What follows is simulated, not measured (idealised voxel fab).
Herein follows the process module entitled voxel ribs on slabs.
We display cut, a cross-section 160 nm in width whose square cells are each 5 nm.
This document writes a cross-section as a grid whose cells are square, and gives it as bands, listed from the top down; one or more rows of cells form a band.
Band: top and bottom heights (nm) first, top before bottom; then materials from left to right, widths in nm. "everywhere" marks a sole material filling the band edge to edge. "empty" denotes empty space.
Height datum 0, below which the as-received substrate wafer is one material. Lowest band open at the bottom, running downward: "0 nm and below".
It should be noted that a width expressed as "30->40" varies in equal increments from row to row of cells within the band, taking the value of the first number at the top row and that of the second number at the bottom row.
It should be understood that the words "no change", when stated for a given step, signify that the cross-section underwent no change in any of its cells during that step.
Listed in "Closed internal cavities": every empty space of 8 or more cells without an open way to the top. Form: width x height at distance, the distance being from the left edge, all in nm.
Formally, on a step line, whatever follows the settings is a remark that the simulator itself makes on the step.
overlay nm: for a step with a mask, the amount by which the mask lay right of where it was planned; a negative amount means left of it.

List of planned process steps
1) RECEIVE with material Si
2) DIRECTIONAL_DEP with material SiO2, thk nm 20
3) DIRECTIONAL_DEP with material polySi, thk nm 15
4) PATTERN with tone cover, mask id RIB, material resist, width nm 20, thk nm 15, overlay nm 0
5) DIRECTIONAL_ETCH with etch materials polySi, depth nm 5
6) STRIP with etch materials resist
7) PATTERN with tone cover, mask id SLAB, material resist, width nm 60, thk nm 20, overlay nm 0
8) DIRECTIONAL_ETCH with etch materials polySi, depth nm 10
9) STRIP with etch materials resist
10) FILL_DEP with material SiO2, thk nm 25
11) CMP with height nm 50
12) DIRECTIONAL_DEP with material TiN, thk nm 5
13) PATTERN with tone cover, mask id HEATER, material resist, width nm 30, thk nm 15, overlay nm 0
14) DIRECTIONAL_ETCH with etch materials TiN, depth nm 5
15) STRIP with etch materials resist
16) CONFORMAL_DEP with material SiO2, thk nm 10

The first of a set of two wafers, run to plan

Received-state cross-section, reflecting completion of step 1
0 nm and below  Si everywhere
Closed internal cavities: none

How the wafer stands in section after step 2
20 nm to 0 nm  SiO2 everywhere
Everything below 0 is unchanged.

How the wafer stands in section after step 3
35 nm to 20 nm  polySi everywhere
Everything below 20 is unchanged.

How the wafer stands in section after step 4
50 nm to 35 nm  empty 70 nm  resist 20 nm  empty 70 nm
Everything below 35 is unchanged.

How the wafer stands in section after step 5
50 nm to 35 nm  empty 70 nm  resist 20 nm  empty 70 nm
35 nm to 30 nm  empty 70 nm  polySi 20 nm  empty 70 nm
Everything below 30 is unchanged.

How the wafer stands in section after step 6
35 nm to 30 nm  empty 70 nm  polySi 20 nm  empty 70 nm
Everything below 30 is unchanged.

How the wafer stands in section after step 7
55 nm to 35 nm  empty 50 nm  resist 60 nm  empty 50 nm
35 nm to 30 nm  empty 50 nm  resist 20 nm  polySi 20 nm  resist 20 nm  empty 50 nm
Everything below 30 is unchanged.

How the wafer stands in section after step 8
55 nm to 35 nm  empty 50 nm  resist 60 nm  empty 50 nm
35 nm to 30 nm  empty 50 nm  resist 20 nm  polySi 20 nm  resist 20 nm  empty 50 nm
30 nm to 20 nm  empty 50 nm  polySi 60 nm  empty 50 nm
Everything below 20 is unchanged.

How the wafer stands in section after step 9
35 nm to 30 nm  empty 70 nm  polySi 20 nm  empty 70 nm
Everything below 30 is unchanged.

How the wafer stands in section after step 10
60 nm to 35 nm  SiO2 everywhere
35 nm to 30 nm  SiO2 70 nm  polySi 20 nm  SiO2 70 nm
30 nm to 20 nm  SiO2 50 nm  polySi 60 nm  SiO2 50 nm
Everything below 20 is unchanged.

How the wafer stands in section after step 11
50 nm to 35 nm  SiO2 everywhere
Everything below 35 is unchanged.

How the wafer stands in section after step 12
55 nm to 50 nm  TiN everywhere
Everything below 50 is unchanged.

How the wafer stands in section after step 13
70 nm to 55 nm  empty 65 nm  resist 30 nm  empty 65 nm
Everything below 55 is unchanged.

How the wafer stands in section after step 14
70 nm to 55 nm  empty 65 nm  resist 30 nm  empty 65 nm
55 nm to 50 nm  empty 65 nm  TiN 30 nm  empty 65 nm
Everything below 50 is unchanged.

How the wafer stands in section after step 15
55 nm to 50 nm  empty 65 nm  TiN 30 nm  empty 65 nm
Everything below 50 is unchanged.

How the wafer stands in section after step 16
65 nm to 60 nm  empty 55 nm  SiO2 50 nm  empty 55 nm
60 nm to 55 nm  SiO2 everywhere
55 nm to 50 nm  SiO2 65 nm  TiN 30 nm  SiO2 65 nm
Everything below 50 is unchanged.

Second of two: same start, same plan, one run error; steps up to and including 3 match the first

Cross-sectional representation of the second wafer at the time designated in the plan for the completion of step 4
50 nm to 35 nm  empty 75 nm  resist 15 nm  empty 70 nm
Everything below 35 is unchanged.

Cross-sectional representation of the second wafer at the time designated in the plan for the completion of step 5
50 nm to 35 nm  empty 75 nm  resist 15 nm  empty 70 nm
35 nm to 30 nm  empty 75 nm  polySi 15 nm  empty 70 nm
Everything below 30 is unchanged.

Cross-sectional representation of the second wafer at the time designated in the plan for the completion of step 6
35 nm to 30 nm  empty 75 nm  polySi 15 nm  empty 70 nm
Everything below 30 is unchanged.

Cross-sectional representation of the second wafer at the time designated in the plan for the completion of step 7
55 nm to 35 nm  empty 50 nm  resist 60 nm  empty 50 nm
35 nm to 30 nm  empty 50 nm  resist 25 nm  polySi 15 nm  resist 20 nm  empty 50 nm
Everything below 30 is unchanged.

Cross-sectional representation of the second wafer at the time designated in the plan for the completion of step 8
55 nm to 35 nm  empty 50 nm  resist 60 nm  empty 50 nm
35 nm to 30 nm  empty 50 nm  resist 25 nm  polySi 15 nm  resist 20 nm  empty 50 nm
30 nm to 20 nm  empty 50 nm  polySi 60 nm  empty 50 nm
Everything below 20 is unchanged.

Cross-sectional representation of the second wafer at the time designated in the plan for the completion of step 9
35 nm to 30 nm  empty 75 nm  polySi 15 nm  empty 70 nm
Everything below 30 is unchanged.

Cross-sectional representation of the second wafer at the time designated in the plan for the completion of step 10
60 nm to 35 nm  SiO2 everywhere
35 nm to 30 nm  SiO2 75 nm  polySi 15 nm  SiO2 70 nm
30 nm to 20 nm  SiO2 50 nm  polySi 60 nm  SiO2 50 nm
Everything below 20 is unchanged.

Cross-sectional representation of the second wafer at the time designated in the plan for the completion of step 11
50 nm to 35 nm  SiO2 everywhere
Everything below 35 is unchanged.

Cross-sectional representation of the second wafer at the time designated in the plan for the completion of step 12
55 nm to 50 nm  TiN everywhere
Everything below 50 is unchanged.

Cross-sectional representation of the second wafer at the time designated in the plan for the completion of step 13
70 nm to 55 nm  empty 65 nm  resist 30 nm  empty 65 nm
Everything below 55 is unchanged.

Cross-sectional representation of the second wafer at the time designated in the plan for the completion of step 14
70 nm to 55 nm  empty 65 nm  resist 30 nm  empty 65 nm
55 nm to 50 nm  empty 65 nm  TiN 30 nm  empty 65 nm
Everything below 50 is unchanged.

Cross-sectional representation of the second wafer at the time designated in the plan for the completion of step 15
55 nm to 50 nm  empty 65 nm  TiN 30 nm  empty 65 nm
Everything below 50 is unchanged.

Cross-sectional representation of the second wafer at the time designated in the plan for the completion of step 16
65 nm to 60 nm  empty 55 nm  SiO2 50 nm  empty 55 nm
60 nm to 55 nm  SiO2 everywhere
55 nm to 50 nm  SiO2 65 nm  TiN 30 nm  SiO2 65 nm
Everything below 50 is unchanged.
Against the plan, the run slipped here: step 4 changed vs plan, executed as PATTERN with tone cover, mask id RIB, material resist, width nm 15, thk nm 15, overlay nm 0
Materials where the second wafer ends with more or fewer cells than the first: SiO2: 1 more | polySi: 1 fewer
